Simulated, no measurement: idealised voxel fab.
Module name: voxel self aligned vias (process module)
It is cross-section cut that appears here, measuring 215 nm in width, its square cells being 5 nm in size.
Notation: cross-section as square-cell grid; stated in bands, top first, going down; one or more cell rows per band.
Basically the band line says how high the top is and how high the bottom is, in nm, and then what's in it from left to right, every material with its width in nm. Empty space shows up as "empty", and if a single material carries "everywhere" it runs the full band edge to edge.
The reference from which all heights are counted is 0, the level beneath which the as-received wafer is entirely one material; the lowest band, having no lower bound, proceeds downward and is written after the example "from 0 down".
A two-number width, for instance "30..40", indicates that the width is equal to the first number in the top row of the band and to the second number in the bottom row, and that it changes by a constant amount per row of cells.
"no change occurred", as given for a step, is the statement that not any cell of the cross-section underwent a change during that step.
This entry, "Closed void roster", enumerates those empty regions of no fewer than 8 cells that possess no open connection to the top. Each region is reported in the form width x height at distance, the distance being taken from the left edge, with all three quantities expressed in nm.
On each step's line, the part that comes after the settings is the simulator's own comment on the step.
overlay nm: how far to the right of its planned place the mask lay on this masked step (negative: to the left).

These are the steps we planned for the process:
- 1: RECEIVE with material Si
- 2: CONFORMAL_DEP with material SiO2, thk nm 10
- 3: CONFORMAL_DEP with material SiCN, thk nm 5
- 4: DIRECTIONAL_DEP with material lowk, thk nm 20
- 5: MASKED_ETCH with tone open, mask id LINES, width nm 30, pitch nm 60, etch materials lowk, depth nm 20, overlay nm 0
- 6: CONFORMAL_DEP with material TiN, thk nm 5
- 7: FILL_DEP with material W, thk nm 5
- 8: CMP with height nm 35
- 9: SELECTIVE_ETCH with etch materials W Ru TiN, depth nm 10
- 10: FILL_DEP with material SiN, thk nm 10
- 11: CMP with height nm 35
- 12: DIRECTIONAL_DEP with material lowk, thk nm 20
- 13: PATTERN with tone open, mask id VIAS, material resist, width nm 40, pitch nm 60, thk nm 15, overlay nm 0
- 14: DIRECTIONAL_ETCH with etch materials lowk, depth nm 20
- 15: DIRECTIONAL_ETCH with etch materials SiN, depth nm 10
- 16: STRIP with etch materials resist
- 17: CONFORMAL_DEP with material TiN, thk nm 5
- 18: FILL_DEP with material Cu, thk nm 10
- 19: CMP with height nm 55
- 20: CONFORMAL_DEP with material SiCN, thk nm 5

First of two wafers: run as planned:

This is the cross-section of the wafer as we received it, i.e. after step 1:
- from 0 down = Si everywhere
- Closed void roster: none

The wafer in cross-section once step 2 is complete:
- from 10 to 0 = SiO2 everywhere
- Everything below 0 is unchanged.

The wafer in cross-section once step 3 is complete:
- from 15 to 10 = SiCN everywhere
- Everything below 10 is unchanged.

The wafer in cross-section once step 4 is complete:
- from 35 to 15 = lowk everywhere
- Everything below 15 is unchanged.

The wafer in cross-section once step 5 is complete:
- from 35 to 15 = 30 of lowk, then 30 of empty, then 30 of lowk, then 30 of empty, then 30 of lowk, then 30 of empty, then 35 of lowk
- Everything below 15 is unchanged.

The wafer in cross-section once step 6 is complete:
- from 40 to 35 = 35 of TiN, then 20 of empty, then 40 of TiN, then 20 of empty, then 40 of TiN, then 20 of empty, then 40 of TiN
- from 35 to 20 = 30 of lowk, then 5 of TiN, then 20 of empty, then 5 of TiN, then 30 of lowk, then 5 of TiN, then 20 of empty, then 5 of TiN, then 30 of lowk, then 5 of TiN, then 20 of empty, then 5 of TiN, then 35 of lowk
- from 20 to 15 = 30 of lowk, then 30 of TiN, then 30 of lowk, then 30 of TiN, then 30 of lowk, then 30 of TiN, then 35 of lowk
- Everything below 15 is unchanged.

The wafer in cross-section once step 7 is complete:
- from 45 to 40 = W everywhere
- from 40 to 35 = 35 of TiN, then 20 of W, then 40 of TiN, then 20 of W, then 40 of TiN, then 20 of W, then 40 of TiN
- from 35 to 20 = 30 of lowk, then 5 of TiN, then 20 of W, then 5 of TiN, then 30 of lowk, then 5 of TiN, then 20 of W, then 5 of TiN, then 30 of lowk, then 5 of TiN, then 20 of W, then 5 of TiN, then 35 of lowk
- Everything below 20 is unchanged.

The wafer in cross-section once step 8 is complete:
- from 35 to 20 = 30 of lowk, then 5 of TiN, then 20 of W, then 5 of TiN, then 30 of lowk, then 5 of TiN, then 20 of W, then 5 of TiN, then 30 of lowk, then 5 of TiN, then 20 of W, then 5 of TiN, then 35 of lowk
- Everything below 20 is unchanged.

The wafer in cross-section once step 9 is complete:
- from 35 to 25 = 30 of lowk, then 30 of empty, then 30 of lowk, then 30 of empty, then 30 of lowk, then 30 of empty, then 35 of lowk
- Everything below 25 is unchanged.

The wafer in cross-section once step 10 is complete:
- from 45 to 35 = SiN everywhere
- from 35 to 25 = 30 of lowk, then 30 of SiN, then 30 of lowk, then 30 of SiN, then 30 of lowk, then 30 of SiN, then 35 of lowk
- Everything below 25 is unchanged.

The wafer in cross-section once step 11 is complete:
- from 35 to 25 = 30 of lowk, then 30 of SiN, then 30 of lowk, then 30 of SiN, then 30 of lowk, then 30 of SiN, then 35 of lowk
- Everything below 25 is unchanged.

The wafer in cross-section once step 12 is complete:
- from 55 to 35 = lowk everywhere
- Everything below 35 is unchanged.

The wafer in cross-section once step 13 is complete:
- from 70 to 55 = 25 of resist, then 40 of empty, then 20 of resist, then 40 of empty, then 20 of resist, then 40 of empty, then 30 of resist
- Everything below 55 is unchanged.

The wafer in cross-section once step 14 is complete:
- from 70 to 55 = 25 of resist, then 40 of empty, then 20 of resist, then 40 of empty, then 20 of resist, then 40 of empty, then 30 of resist
- from 55 to 35 = 25 of lowk, then 40 of empty, then 20 of lowk, then 40 of empty, then 20 of lowk, then 40 of empty, then 30 of lowk
- Everything below 35 is unchanged.

The wafer in cross-section once step 15 is complete:
- from 70 to 55 = 25 of resist, then 40 of empty, then 20 of resist, then 40 of empty, then 20 of resist, then 40 of empty, then 30 of resist
- from 55 to 35 = 25 of lowk, then 40 of empty, then 20 of lowk, then 40 of empty, then 20 of lowk, then 40 of empty, then 30 of lowk
- from 35 to 25 = 30 of lowk, then 30 of empty, then 30 of lowk, then 30 of empty, then 30 of lowk, then 30 of empty, then 35 of lowk
- Everything below 25 is unchanged.

The wafer in cross-section once step 16 is complete:
- from 55 to 35 = 25 of lowk, then 40 of empty, then 20 of lowk, then 40 of empty, then 20 of lowk, then 40 of empty, then 30 of lowk
- Everything below 35 is unchanged.

The wafer in cross-section once step 17 is complete:
- from 60 to 55 = 30 of TiN, then 30 of empty, then 30 of TiN, then 30 of empty, then 30 of TiN, then 30 of empty, then 35 of TiN
- from 55 to 40 = 25 of lowk, then 5 of TiN, then 30 of empty, then 5 of TiN, then 20 of lowk, then 5 of TiN, then 30 of empty, then 5 of TiN, then 20 of lowk, then 5 of TiN, then 30 of empty, then 5 of TiN, then 30 of lowk
- from 40 to 30 = 25..30 of lowk, then 10..5 of TiN, then 20 of empty, then 10..5 of TiN, then 20..30 of lowk, then 10..5 of TiN, then 20 of empty, then 10..5 of TiN, then 20..30 of lowk, then 10..5 of TiN, then 20 of empty, then 10..5 of TiN, then 30..35 of lowk
- from 30 to 25 = 30 of lowk, then 30 of TiN, then 30 of lowk, then 30 of TiN, then 30 of lowk, then 30 of TiN, then 35 of lowk
- Everything below 25 is unchanged.

The wafer in cross-section once step 18 is complete:
- from 70 to 60 = Cu everywhere
- from 60 to 55 = 30 of TiN, then 30 of Cu, then 30 of TiN, then 30 of Cu, then 30 of TiN, then 30 of Cu, then 35 of TiN
- from 55 to 40 = 25 of lowk, then 5 of TiN, then 30 of Cu, then 5 of TiN, then 20 of lowk, then 5 of TiN, then 30 of Cu, then 5 of TiN, then 20 of lowk, then 5 of TiN, then 30 of Cu, then 5 of TiN, then 30 of lowk
- from 40 to 30 = 25..30 of lowk, then 10..5 of TiN, then 20 of Cu, then 10..5 of TiN, then 20..30 of lowk, then 10..5 of TiN, then 20 of Cu, then 10..5 of TiN, then 20..30 of lowk, then 10..5 of TiN, then 20 of Cu, then 10..5 of TiN, then 30..35 of lowk
- Everything below 30 is unchanged.

The wafer in cross-section once step 19 is complete:
- from 55 to 40 = 25 of lowk, then 5 of TiN, then 30 of Cu, then 5 of TiN, then 20 of lowk, then 5 of TiN, then 30 of Cu, then 5 of TiN, then 20 of lowk, then 5 of TiN, then 30 of Cu, then 5 of TiN, then 30 of lowk
- Everything below 40 is unchanged.

The wafer in cross-section once step 20 is complete:
- from 60 to 55 = SiCN everywhere
- Everything below 55 is unchanged.

Second wafer: same start and same plan as the first, one execution error; identical to the first through step 17:

Cross-section, second wafer, at the end time the plan gives for step 18:
- from 70 to 55 = TiN everywhere
- from 55 to 35 = 25 of lowk, then 40 of TiN, then 20 of lowk, then 40 of TiN, then 20 of lowk, then 40 of TiN, then 30 of lowk
- from 35 to 25 = 30 of lowk, then 30 of TiN, then 30 of lowk, then 30 of TiN, then 30 of lowk, then 30 of TiN, then 35 of lowk
- Everything below 25 is unchanged.

Cross-section, second wafer, at the end time the plan gives for step 19:
- from 55 to 35 = 25 of lowk, then 40 of TiN, then 20 of lowk, then 40 of TiN, then 20 of lowk, then 40 of TiN, then 30 of lowk
- Everything below 35 is unchanged.

Cross-section, second wafer, at the end time the plan gives for step 20:
- from 60 to 55 = SiCN everywhere
- Everything below 55 is unchanged.
Misprocessing identified: step 18 did not happen as planned, as run it was FILL_DEP with material TiN, thk nm 10
Bottom line after processing is that, in cells, the second wafer is up or down on some materials versus the first: Cu -78, TiN +78
